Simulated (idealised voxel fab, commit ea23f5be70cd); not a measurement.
process module | voxel lift off
cross-section cut | 240 nm wide | cells 5 nm
A cross-section is a grid of square cells, given in bands from the top down. A band is one or more rows of cells.
Each band's line starts with the height of the band's top and of its bottom, in nm. Then come its materials from left to right, each with its width in nm. One material with "throughout" fills the band from edge to edge. "air" is empty space.
Height 0 is the level under which the wafer as received is all one material. The lowest band goes on downwards, as in "0 down".
A width such as "30 to 40" changes by the same amount from each row of cells to the next, from the band's top row to its bottom row.
"no change" after a step means that no cell of the cross-section changed.
closed voids: empty space of 8 cells or more with no open way to the top, each as width x height at its distance from the left edge, in nm
after a step's settings: what the simulator itself notes on the step
overlay nm, on a step with a mask: how far to the right of its planned place the mask lay; to the left if negative
plan
1 op RECEIVE | material Si
2 op CONFORMAL_DEP | material Al2O3 | thk nm 5
3 op PATTERN | tone open | mask id LINES | material resist | width nm 25 | pitch nm 55 | thk nm 20 | overlay nm -15
4 op DIRECTIONAL_DEP | material Ru | thk nm 5
5 op STRIP | etch materials resist
6 op CONFORMAL_DEP | material SiN | thk nm 10
varied across the wafers: overlay nm of step 3. The plan shows the first wafer's value. All wafers start alike
first wafer as received, after step 1
  0 down: Si throughout
  closed voids: none
first wafer at the end, after step 6
  20 to 15: air 55 | SiN 45 | air 10 | SiN 45 | air 85
  15 to 10: SiN throughout
  10 to 5: SiN 65 | Ru 25 | SiN 30 | Ru 25 | SiN 95
  5 to 0: Al2O3 throughout
  0 down: Si throughout
  closed voids: none
last wafer at the end
  20 to 15: air 85 | SiN 45 | air 10 | SiN 45 | air 55
  15 to 10: SiN throughout
  10 to 5: SiN 95 | Ru 25 | SiN 30 | Ru 25 | SiN 65
  5 to 0: Al2O3 throughout
  0 down: Si throughout
  closed voids: none
each wafer at the end: cells of each material gained (+) or lost (-) since it was received, then its closed voids
overlay nm -15 | +48 Al2O3 | +10 Ru | +104 SiN | closed voids: none
overlay nm -10 | +48 Al2O3 | +10 Ru | +104 SiN | closed voids: none
overlay nm -5 | +48 Al2O3 | +10 Ru | +104 SiN | closed voids: none
overlay nm 0 | +48 Al2O3 | +10 Ru | +104 SiN | closed voids: none
overlay nm 5 | +48 Al2O3 | +10 Ru | +104 SiN | closed voids: none
overlay nm 10 | +48 Al2O3 | +10 Ru | +104 SiN | closed voids: none
overlay nm 15 | +48 Al2O3 | +10 Ru | +104 SiN | closed voids: none
